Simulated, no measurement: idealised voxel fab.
Module name: voxel air gaps (process module)
It is cross-section cut that appears here, measuring 240 nm in width, its square cells being 5 nm in size.
Cross-section format: a grid of square cells, given as bands from top to bottom; each band is one or more rows of cells.
Band: top and bottom heights (nm) first, top before bottom; then materials from left to right, widths in nm. "edge to edge" marks a sole material filling the band edge to edge. "empty" denotes empty space.
Ref level 0: as-received wafer is one material below here. Bottom band extends down with no lower bound ("z 0 and below").
Graded width ("30->40"): value in top row of band = first number; value in bottom row = second number; row-to-row change constant.
Take "stayed the same" at face value: in the step it is given for, the cross-section changed in none of its cells.
In "Cavities, closed" the enclosed voids are listed, meaning empty spaces of 8 cells or larger without any opening to the top. The form is width x height at distance, distance from the left edge, units nm.
Formally, on a step line, whatever follows the settings is a remark that the simulator itself makes on the step.
overlay nm: where the mask lay relative to plan, measured to the right, on steps with a mask; negatives go left.

Intended process steps
1 RECEIVE,material Si
2 CONFORMAL_DEP,material SiO2,thk nm 15
3 CONFORMAL_DEP,material SiCN,thk nm 5
4 DIRECTIONAL_DEP,material SiO2,thk nm 40
5 DIRECTIONAL_DEP,material aC,thk nm 10
6 PATTERN,tone open,mask id LINES,material resist,width nm 25,pitch nm 50,thk nm 30,overlay nm 0
7 DIRECTIONAL_ETCH,etch materials aC,depth nm 10
8 STRIP,etch materials resist
9 DIRECTIONAL_ETCH,etch materials SiO2,depth nm 40
10 STRIP,etch materials aC
11 CONFORMAL_DEP,material TiN,thk nm 5
12 FILL_DEP,material Ru,thk nm 5
13 CMP,height nm 60
14 EPI,material Ru,thk nm 10
15 SELECTIVE_ETCH,etch materials SiO2,depth nm 50
16 CONFORMAL_DEP,material SiCN,thk nm 5

The following pertains to the first of two wafers, which was processed as planned

This is the cross-section of the wafer as we received it, i.e. after step 1
  z 0 and below = Si edge to edge
  Cavities, closed: none

Upon completion of step 2, the wafer appears in cross-section as shown
  z 15 to 0 = SiO2 edge to edge
  Beneath the level 0, the cross-section is identical to its previous state.

Upon completion of step 3, the wafer appears in cross-section as shown
  z 20 to 15 = SiCN edge to edge
  Beneath the level 15, the cross-section is identical to its previous state.

Upon completion of step 4, the wafer appears in cross-section as shown
  z 60 to 20 = SiO2 edge to edge
  Beneath the level 20, the cross-section is identical to its previous state.

Upon completion of step 5, the wafer appears in cross-section as shown
  z 70 to 60 = aC edge to edge
  Beneath the level 60, the cross-section is identical to its previous state.

Upon completion of step 6, the wafer appears in cross-section as shown
  z 100 to 70 = 55 resist  25 empty  25 resist  25 empty  25 resist  25 empty  60 resist
  Beneath the level 70, the cross-section is identical to its previous state.

Upon completion of step 7, the wafer appears in cross-section as shown
  z 90 to 70 = 55 resist  25 empty  25 resist  25 empty  25 resist  25 empty  60 resist
  z 70 to 60 = 55 aC  25 empty  25 aC  25 empty  25 aC  25 empty  60 aC
  Beneath the level 60, the cross-section is identical to its previous state.

Upon completion of step 8, the wafer appears in cross-section as shown
  z 70 to 60 = 55 aC  25 empty  25 aC  25 empty  25 aC  25 empty  60 aC
  Beneath the level 60, the cross-section is identical to its previous state.

Upon completion of step 9, the wafer appears in cross-section as shown
  z 70 to 60 = 55 aC  25 empty  25 aC  25 empty  25 aC  25 empty  60 aC
  z 60 to 20 = 55 SiO2  25 empty  25 SiO2  25 empty  25 SiO2  25 empty  60 SiO2
  Beneath the level 20, the cross-section is identical to its previous state.

Upon completion of step 10, the wafer appears in cross-section as shown
  z 60 to 20 = 55 SiO2  25 empty  25 SiO2  25 empty  25 SiO2  25 empty  60 SiO2
  Beneath the level 20, the cross-section is identical to its previous state.

Upon completion of step 11, the wafer appears in cross-section as shown
  z 65 to 60 = 60 TiN  15 empty  35 TiN  15 empty  35 TiN  15 empty  65 TiN
  z 60 to 25 = 55 SiO2  5 TiN  15 empty  5 TiN  25 SiO2  5 TiN  15 empty  5 TiN  25 SiO2  5 TiN  15 empty  5 TiN  60 SiO2
  z 25 to 20 = 55 SiO2  25 TiN  25 SiO2  25 TiN  25 SiO2  25 TiN  60 SiO2
  Beneath the level 20, the cross-section is identical to its previous state.

Upon completion of step 12, the wafer appears in cross-section as shown
  z 70 to 65 = Ru edge to edge
  z 65 to 60 = 60 TiN  15 Ru  35 TiN  15 Ru  35 TiN  15 Ru  65 TiN
  z 60 to 25 = 55 SiO2  5 TiN  15 Ru  5 TiN  25 SiO2  5 TiN  15 Ru  5 TiN  25 SiO2  5 TiN  15 Ru  5 TiN  60 SiO2
  Beneath the level 25, the cross-section is identical to its previous state.

Upon completion of step 13, the wafer appears in cross-section as shown
  z 60 to 25 = 55 SiO2  5 TiN  15 Ru  5 TiN  25 SiO2  5 TiN  15 Ru  5 TiN  25 SiO2  5 TiN  15 Ru  5 TiN  60 SiO2
  Beneath the level 25, the cross-section is identical to its previous state.

Upon completion of step 14, the wafer appears in cross-section as shown
  z 70 to 60 = 45 empty  45 Ru  5 empty  45 Ru  5 empty  45 Ru  50 empty
  Beneath the level 60, the cross-section is identical to its previous state.

Upon completion of step 15, the wafer appears in cross-section as shown
  z 70 to 60 = 45 empty  45 Ru  5 empty  45 Ru  5 empty  45 Ru  50 empty
  z 60 to 25 = 55 empty  5 TiN  15 Ru  5 TiN  25 empty  5 TiN  15 Ru  5 TiN  25 empty  5 TiN  15 Ru  5 TiN  60 empty
  z 25 to 20 = 55 empty  25 TiN  25 empty  25 TiN  25 empty  25 TiN  60 empty
  Beneath the level 20, the cross-section is identical to its previous state.

Upon completion of step 16, the wafer appears in cross-section as shown
  z 75 to 70 = 40 empty  155 SiCN  45 empty
  z 70 to 60 = 40 empty  5 SiCN  45 Ru  5 SiCN  45 Ru  5 SiCN  45 Ru  5 SiCN  45 empty
  z 60 to 55 = 40 empty  15 SiCN  5 TiN  15 Ru  5 TiN  25 SiCN  5 TiN  15 Ru  5 TiN  25 SiCN  5 TiN  15 Ru  5 TiN  15 SiCN  45 empty
  z 55 to 25 = 50 empty  5 SiCN  5 TiN  15 Ru  5 TiN  5 SiCN  15 empty  5 SiCN  5 TiN  15 Ru  5 TiN  5 SiCN  15 empty  5 SiCN  5 TiN  15 Ru  5 TiN  5 SiCN  55 empty
  z 25 to 20 = 55 SiCN  25 TiN  25 SiCN  25 TiN  25 SiCN  25 TiN  60 SiCN
  Beneath the level 20, the cross-section is identical to its previous state.
  Cavities, closed: 15 x 30 at 85; 15 x 30 at 135

Wafer two of two - same starting point, same process plan, one mistake in execution; matches wafer one up to and including step 1

The second wafer cut through, at the time step 2 was supposed to be finished
  z 20 to 0 = SiO2 edge to edge
  Beneath the level 0, the cross-section is identical to its previous state.

The second wafer cut through, at the time step 3 was supposed to be finished
  z 25 to 20 = SiCN edge to edge
  Beneath the level 20, the cross-section is identical to its previous state.

The second wafer cut through, at the time step 4 was supposed to be finished
  z 65 to 25 = SiO2 edge to edge
  Beneath the level 25, the cross-section is identical to its previous state.

The second wafer cut through, at the time step 5 was supposed to be finished
  z 75 to 65 = aC edge to edge
  Beneath the level 65, the cross-section is identical to its previous state.

The second wafer cut through, at the time step 6 was supposed to be finished
  z 105 to 75 = 55 resist  25 empty  25 resist  25 empty  25 resist  25 empty  60 resist
  Beneath the level 75, the cross-section is identical to its previous state.

The second wafer cut through, at the time step 7 was supposed to be finished
  z 95 to 75 = 55 resist  25 empty  25 resist  25 empty  25 resist  25 empty  60 resist
  z 75 to 65 = 55 aC  25 empty  25 aC  25 empty  25 aC  25 empty  60 aC
  Beneath the level 65, the cross-section is identical to its previous state.

The second wafer cut through, at the time step 8 was supposed to be finished
  z 75 to 65 = 55 aC  25 empty  25 aC  25 empty  25 aC  25 empty  60 aC
  Beneath the level 65, the cross-section is identical to its previous state.

The second wafer cut through, at the time step 9 was supposed to be finished
  z 75 to 65 = 55 aC  25 empty  25 aC  25 empty  25 aC  25 empty  60 aC
  z 65 to 25 = 55 SiO2  25 empty  25 SiO2  25 empty  25 SiO2  25 empty  60 SiO2
  Beneath the level 25, the cross-section is identical to its previous state.

The second wafer cut through, at the time step 10 was supposed to be finished
  z 65 to 25 = 55 SiO2  25 empty  25 SiO2  25 empty  25 SiO2  25 empty  60 SiO2
  Beneath the level 25, the cross-section is identical to its previous state.

The second wafer cut through, at the time step 11 was supposed to be finished
  z 70 to 65 = 60 TiN  15 empty  35 TiN  15 empty  35 TiN  15 empty  65 TiN
  z 65 to 30 = 55 SiO2  5 TiN  15 empty  5 TiN  25 SiO2  5 TiN  15 empty  5 TiN  25 SiO2  5 TiN  15 empty  5 TiN  60 SiO2
  z 30 to 25 = 55 SiO2  25 TiN  25 SiO2  25 TiN  25 SiO2  25 TiN  60 SiO2
  Beneath the level 25, the cross-section is identical to its previous state.

The second wafer cut through, at the time step 12 was supposed to be finished
  z 75 to 70 = Ru edge to edge
  z 70 to 65 = 60 TiN  15 Ru  35 TiN  15 Ru  35 TiN  15 Ru  65 TiN
  z 65 to 30 = 55 SiO2  5 TiN  15 Ru  5 TiN  25 SiO2  5 TiN  15 Ru  5 TiN  25 SiO2  5 TiN  15 Ru  5 TiN  60 SiO2
  Beneath the level 30, the cross-section is identical to its previous state.

The second wafer cut through, at the time step 13 was supposed to be finished
  z 60 to 30 = 55 SiO2  5 TiN  15 Ru  5 TiN  25 SiO2  5 TiN  15 Ru  5 TiN  25 SiO2  5 TiN  15 Ru  5 TiN  60 SiO2
  Beneath the level 30, the cross-section is identical to its previous state.

The second wafer cut through, at the time step 14 was supposed to be finished
  z 70 to 60 = 45 empty  45 Ru  5 empty  45 Ru  5 empty  45 Ru  50 empty
  Beneath the level 60, the cross-section is identical to its previous state.

The second wafer cut through, at the time step 15 was supposed to be finished
  z 70 to 60 = 45 empty  45 Ru  5 empty  45 Ru  5 empty  45 Ru  50 empty
  z 60 to 30 = 55 empty  5 TiN  15 Ru  5 TiN  25 empty  5 TiN  15 Ru  5 TiN  25 empty  5 TiN  15 Ru  5 TiN  60 empty
  z 30 to 25 = 55 empty  25 TiN  25 empty  25 TiN  25 empty  25 TiN  60 empty
  Beneath the level 25, the cross-section is identical to its previous state.

The second wafer cut through, at the time step 16 was supposed to be finished
  z 75 to 70 = 40 empty  155 SiCN  45 empty
  z 70 to 60 = 40 empty  5 SiCN  45 Ru  5 SiCN  45 Ru  5 SiCN  45 Ru  5 SiCN  45 empty
  z 60 to 55 = 40 empty  15 SiCN  5 TiN  15 Ru  5 TiN  25 SiCN  5 TiN  15 Ru  5 TiN  25 SiCN  5 TiN  15 Ru  5 TiN  15 SiCN  45 empty
  z 55 to 30 = 50 empty  5 SiCN  5 TiN  15 Ru  5 TiN  5 SiCN  15 empty  5 SiCN  5 TiN  15 Ru  5 TiN  5 SiCN  15 empty  5 SiCN  5 TiN  15 Ru  5 TiN  5 SiCN  55 empty
  z 30 to 25 = 55 SiCN  25 TiN  25 SiCN  25 TiN  25 SiCN  25 TiN  60 SiCN
  Beneath the level 25, the cross-section is identical to its previous state.
  Cavities, closed: 15 x 25 at 85; 15 x 25 at 135
Here's what went sideways: step 2 was run on a setting that differed from the plan, and what really ran there is CONFORMAL_DEP,material SiO2,thk nm 20
In the final state, the cell counts of the second wafer exceed or fall short of those of the first for the following materials: -9 Ru; -6 SiCN; +48 SiO2; -6 TiN
